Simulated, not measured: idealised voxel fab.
Process module, titled voxel wiring stack
Square cells of 5 nm make up the cross-section cut, whose width is 260 nm.
Each cross-section below is a grid of square cells, stated as bands in top-down order, with one or more rows of cells making up each band. Band entry format. Leading values: height of top, height of bottom, nm. Remainder: materials in left-to-right order, each with its width in nm. Special words: "full width" on a single material, which then fills the band edge to edge; "empty", empty space. All heights in this document are referenced to 0, defined as the level beneath which the wafer, as received, consists entirely of one material. The lowest band is not bounded below; it extends indefinitely downward and is written in the form "0 down". A width given as "30->40" starts at the first number in the band's top row and ends at the second number in its bottom row, shifting by an equal amount at every step from row to row. Step marked "identical to before"? Then no cell in the cross-section changed in it. Closed empty spaces (no open way to the top) of 8 cells or more are what "Unvented voids" lists, each as width x height at distance from the left edge, nm for all three. after a step's settings: what the simulator itself notes on the step. Among the settings permitted on a step's line is "overlay nm"; applied to a step with a mask, it specifies the extent to which the mask lay to the right of its planned position, whereas a negative figure signifies a position to the left.

This section lists the process steps that were planned
| 1 | op RECEIVE | material Si |
| 2 | op CONFORMAL_DEP | material SiO2 | thk nm 15 |
| 3 | op DIRECTIONAL_DEP | material TiN | thk nm 5 |
| 4 | op DIRECTIONAL_DEP | material Ru | thk nm 15 |
| 5 | op PATTERN | tone cover | mask id METAL_1 | material resist | width nm 20 | pitch nm 45 | thk nm 20 | overlay nm 0 |
| 6 | op DIRECTIONAL_ETCH | etch materials Ru | depth nm 15 |
| 7 | op DIRECTIONAL_ETCH | etch materials TiN | depth nm 5 |
| 8 | op STRIP | etch materials resist |
| 9 | op CONFORMAL_DEP | material SiN | thk nm 5 |
| 10 | op FILL_DEP | material SiO2 | thk nm 10 |
| 11 | op CMP | height nm 35 |
| 12 | op CONFORMAL_DEP | material SiCN | thk nm 5 |
| 13 | op DIRECTIONAL_DEP | material SiO2 | thk nm 30 |
| 14 | op MASKED_ETCH | tone open | mask id METAL_2_HOLES | width nm 15 | pitch nm 45 | etch materials SiO2 | depth nm 30 | overlay nm 0 |
| 15 | op MASKED_ETCH | tone open | mask id METAL_2 | width nm 20 | pitch nm 45 | etch materials SiO2 | depth nm 15 | overlay nm 0 |
| 16 | op MASKED_ETCH | tone open | mask id METAL_2 | width nm 20 | pitch nm 45 | etch materials SiCN | depth nm 5 | overlay nm 0 |
| 17 | op CONFORMAL_DEP | material TiN | thk nm 5 |
| 18 | op FILL_DEP | material Ru | thk nm 10 |
| 19 | op CMP | height nm 70 |
| 20 | op CONFORMAL_DEP | material SiCN | thk nm 5 |

The cross-section here shows the wafer as received, i.e. in its state after step 1
  0 down | Si full width
  Unvented voids: none

Module complete, cross-section. Starting point and plan per above. One mistake made in running the module
  75 to 70 | SiCN full width
  70 to 60 | SiO2=50, TiN=5, Ru=10, TiN=5, SiO2=25, TiN=5, Ru=10, TiN=5, SiO2=25, TiN=5, Ru=10, TiN=5, SiO2=25, TiN=5, Ru=10, TiN=5, SiO2=55
  60 to 55 | SiO2=50, TiN=5, Ru=5, TiN=10, SiO2=25, TiN=5, Ru=5, TiN=10, SiO2=25, TiN=5, Ru=5, TiN=10, SiO2=25, TiN=5, Ru=5, TiN=10, SiO2=55
  55 to 40 | SiO2=50, TiN=5, Ru=5, TiN=5, SiO2=30, TiN=5, Ru=5, TiN=5, SiO2=30, TiN=5, Ru=5, TiN=5, SiO2=30, TiN=5, Ru=5, TiN=5, SiO2=60
  40 to 35 | SiCN=50, TiN=15, SiCN=30, TiN=15, SiCN=30, TiN=15, SiCN=30, TiN=15, SiCN=60
  35 to 30 | SiO2 full width
  30 to 25 | SiO2=45, SiN=30, SiO2=15, SiN=30, SiO2=15, SiN=30, SiO2=15, SiN=30, SiO2=50
  25 to 20 | SiO2=45, SiN=5, Ru=20, SiN=5, SiO2=15, SiN=5, Ru=20, SiN=5, SiO2=15, SiN=5, Ru=20, SiN=5, SiO2=15, SiN=5, Ru=20, SiN=5, SiO2=50
  20 to 15 | SiN=50, TiN=20, SiN=25, TiN=20, SiN=25, TiN=20, SiN=25, TiN=20, SiN=55
  15 to 0 | SiO2 full width
  0 down | Si full width
  Unvented voids: none
It is concluded that the wafer was processed incorrectly with respect to the plan, in that step 4: run off-plan, actual operation and settings op DIRECTIONAL_DEP | material Ru | thk nm 5
